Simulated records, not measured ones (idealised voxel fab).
Herein follows the process module entitled voxel ribs on slabs.
Shown is cross-section cut, with a width of 280 nm and square cells of size 5 nm.
Cross-section spec: square-cell grid; bands listed top down; each band is one or more rows. What a band's entry tells you: where the top is and where the bottom is, as heights in nm, and after that what lies inside, material by material from left to right, each with its width in nm. Empty space is written as the word "air", and a single material marked with the word "full width" occupies the band from edge to edge. Beneath 0, the wafer as received is one material, and that level is where height counting begins. The lowest band goes on downward without a bottom; it is written like "0 down". It should be noted that a width expressed as "30..40" varies in equal increments from row to row of cells within the band, taking the value of the first number at the top row and that of the second number at the bottom row. Take "nothing altered" at face value: in the step it is given for, the cross-section changed in none of its cells. Basically, "Internal closed voids" tells you about the enclosed voids: empty spaces with no open way to the top, 8 cells or bigger, each written width x height at distance, where distance is from the left edge, all in nm. Note: text after step settings on the step line = simulator remark on that step. On any step carrying a mask, the "overlay nm" setting, if present on the step's line, tells how far right of its planned place the mask lay; negative values point to the left.
[Intended process steps]
step 1: RECEIVE with material Si
step 2: DIRECTIONAL_DEP with material SiO2, thk nm 30
step 3: DIRECTIONAL_DEP with material polySi, thk nm 20
step 4: DIRECTIONAL_DEP with material aC, thk nm 15
step 5: PATTERN with tone cover, mask id RIB, material resist, width nm 30, thk nm 30, overlay nm 0
step 6: DIRECTIONAL_ETCH with etch materials aC, depth nm 15
step 7: STRIP with etch materials resist
step 8: DIRECTIONAL_ETCH with etch materials polySi, depth nm 15
step 9: STRIP with etch materials aC
step 10: DIRECTIONAL_DEP with material aC, thk nm 15
step 11: PATTERN with tone cover, mask id SLAB, material resist, width nm 70, thk nm 30, overlay nm 0
step 12: DIRECTIONAL_ETCH with etch materials aC, depth nm 15
step 13: STRIP with etch materials resist
step 14: DIRECTIONAL_ETCH with etch materials polySi, depth nm 5
step 15: STRIP with etch materials aC
step 16: FILL_DEP with material SiO2, thk nm 30
step 17: CMP with height nm 70
step 18: DIRECTIONAL_DEP with material TiN, thk nm 10
step 19: DIRECTIONAL_DEP with material aC, thk nm 15
step 20: PATTERN with tone cover, mask id HEATER, material resist, width nm 40, thk nm 35, overlay nm 0
step 21: DIRECTIONAL_ETCH with etch materials aC, depth nm 15
step 22: STRIP with etch materials resist
step 23: DIRECTIONAL_ETCH with etch materials TiN, depth nm 10
step 24: STRIP with etch materials aC
step 25: CONFORMAL_DEP with material SiO2, thk nm 5
[First of two wafers, processed according to plan]
[Cross-section of the wafer as it came to us, i.e., already through step 1]
    0 down: Si full width
    Internal closed voids: none
[Take a look at the wafer's cross-section after step 2]
    30 to 0: SiO2 full width
    Everything under 0 stays put, no change at all.
[Take a look at the wafer's cross-section after step 3]
    50 to 30: polySi full width
    Everything under 30 stays put, no change at all.
[Take a look at the wafer's cross-section after step 4]
    65 to 50: aC full width
    Everything under 50 stays put, no change at all.
[Take a look at the wafer's cross-section after step 5]
    95 to 65: 125 air, then 30 resist, then 125 air
    Everything under 65 stays put, no change at all.
[Take a look at the wafer's cross-section after step 6]
    80 to 65: 125 air, then 30 resist, then 125 air
    65 to 50: 125 air, then 30 aC, then 125 air
    Everything under 50 stays put, no change at all.
[Take a look at the wafer's cross-section after step 7]
    65 to 50: 125 air, then 30 aC, then 125 air
    Everything under 50 stays put, no change at all.
[Take a look at the wafer's cross-section after step 8]
    65 to 50: 125 air, then 30 aC, then 125 air
    50 to 35: 125 air, then 30 polySi, then 125 air
    Everything under 35 stays put, no change at all.
[Take a look at the wafer's cross-section after step 9]
    50 to 35: 125 air, then 30 polySi, then 125 air
    Everything under 35 stays put, no change at all.
[Take a look at the wafer's cross-section after step 10]
    65 to 50: 125 air, then 30 aC, then 125 air
    50 to 35: 125 aC, then 30 polySi, then 125 aC
    Everything under 35 stays put, no change at all.
[Take a look at the wafer's cross-section after step 11]
    95 to 65: 105 air, then 70 resist, then 105 air
    65 to 50: 105 air, then 20 resist, then 30 aC, then 20 resist, then 105 air
    Everything under 50 stays put, no change at all.
[Take a look at the wafer's cross-section after step 12]
    80 to 65: 105 air, then 70 resist, then 105 air
    65 to 50: 105 air, then 20 resist, then 30 aC, then 20 resist, then 105 air
    50 to 35: 105 air, then 20 aC, then 30 polySi, then 20 aC, then 105 air
    Everything under 35 stays put, no change at all.
[Take a look at the wafer's cross-section after step 13]
    65 to 50: 125 air, then 30 aC, then 125 air
    Everything under 50 stays put, no change at all.
[Take a look at the wafer's cross-section after step 14]
    65 to 50: 125 air, then 30 aC, then 125 air
    50 to 35: 105 air, then 20 aC, then 30 polySi, then 20 aC, then 105 air
    35 to 30: 105 air, then 70 polySi, then 105 air
    Everything under 30 stays put, no change at all.
[Take a look at the wafer's cross-section after step 15]
    50 to 35: 125 air, then 30 polySi, then 125 air
    Everything under 35 stays put, no change at all.
[Take a look at the wafer's cross-section after step 16]
    80 to 50: SiO2 full width
    50 to 35: 125 SiO2, then 30 polySi, then 125 SiO2
    35 to 30: 105 SiO2, then 70 polySi, then 105 SiO2
    Everything under 30 stays put, no change at all.
[Take a look at the wafer's cross-section after step 17]
    70 to 50: SiO2 full width
    Everything under 50 stays put, no change at all.
[Take a look at the wafer's cross-section after step 18]
    80 to 70: TiN full width
    Everything under 70 stays put, no change at all.
[Take a look at the wafer's cross-section after step 19]
    95 to 80: aC full width
    Everything under 80 stays put, no change at all.
[Take a look at the wafer's cross-section after step 20]
    130 to 95: 120 air, then 40 resist, then 120 air
    Everything under 95 stays put, no change at all.
[Take a look at the wafer's cross-section after step 21]
    115 to 95: 120 air, then 40 resist, then 120 air
    95 to 80: 120 air, then 40 aC, then 120 air
    Everything under 80 stays put, no change at all.
[Take a look at the wafer's cross-section after step 22]
    95 to 80: 120 air, then 40 aC, then 120 air
    Everything under 80 stays put, no change at all.
[Take a look at the wafer's cross-section after step 23]
    95 to 80: 120 air, then 40 aC, then 120 air
    80 to 70: 120 air, then 40 TiN, then 120 air
    Everything under 70 stays put, no change at all.
[Take a look at the wafer's cross-section after step 24]
    80 to 70: 120 air, then 40 TiN, then 120 air
    Everything under 70 stays put, no change at all.
[Take a look at the wafer's cross-section after step 25]
    85 to 80: 115 air, then 50 SiO2, then 115 air
    80 to 75: 115 air, then 5 SiO2, then 40 TiN, then 5 SiO2, then 115 air
    75 to 70: 120 SiO2, then 40 TiN, then 120 SiO2
    Everything under 70 stays put, no change at all.
[second wafer: like start, like plan, one mistake. Through step 19 it matches the first wafer]
[What the second wafer looks like in cross-section when step 20 should have wrapped up]
    130 to 95: 110 air, then 40 resist, then 130 air
    Everything under 95 stays put, no change at all.
[What the second wafer looks like in cross-section when step 21 should have wrapped up]
    115 to 95: 110 air, then 40 resist, then 130 air
    95 to 80: 110 air, then 40 aC, then 130 air
    Everything under 80 stays put, no change at all.
[What the second wafer looks like in cross-section when step 22 should have wrapped up]
    95 to 80: 110 air, then 40 aC, then 130 air
    Everything under 80 stays put, no change at all.
[What the second wafer looks like in cross-section when step 23 should have wrapped up]
    95 to 80: 110 air, then 40 aC, then 130 air
    80 to 70: 110 air, then 40 TiN, then 130 air
    Everything under 70 stays put, no change at all.
[What the second wafer looks like in cross-section when step 24 should have wrapped up]
    80 to 70: 110 air, then 40 TiN, then 130 air
    Everything under 70 stays put, no change at all.
[What the second wafer looks like in cross-section when step 25 should have wrapped up]
    85 to 80: 105 air, then 50 SiO2, then 125 air
    80 to 75: 105 air, then 5 SiO2, then 40 TiN, then 5 SiO2, then 125 air
    75 to 70: 110 SiO2, then 40 TiN, then 130 SiO2
    Everything under 70 stays put, no change at all.
Against the plan, the run slipped here: contrary to plan, step 20 was performed as PATTERN with tone cover, mask id HEATER, material resist, width nm 40, thk nm 35, overlay nm -10
Tallied in cells, the final second wafer holds each material in the same quantity as the first, although not at the same places.
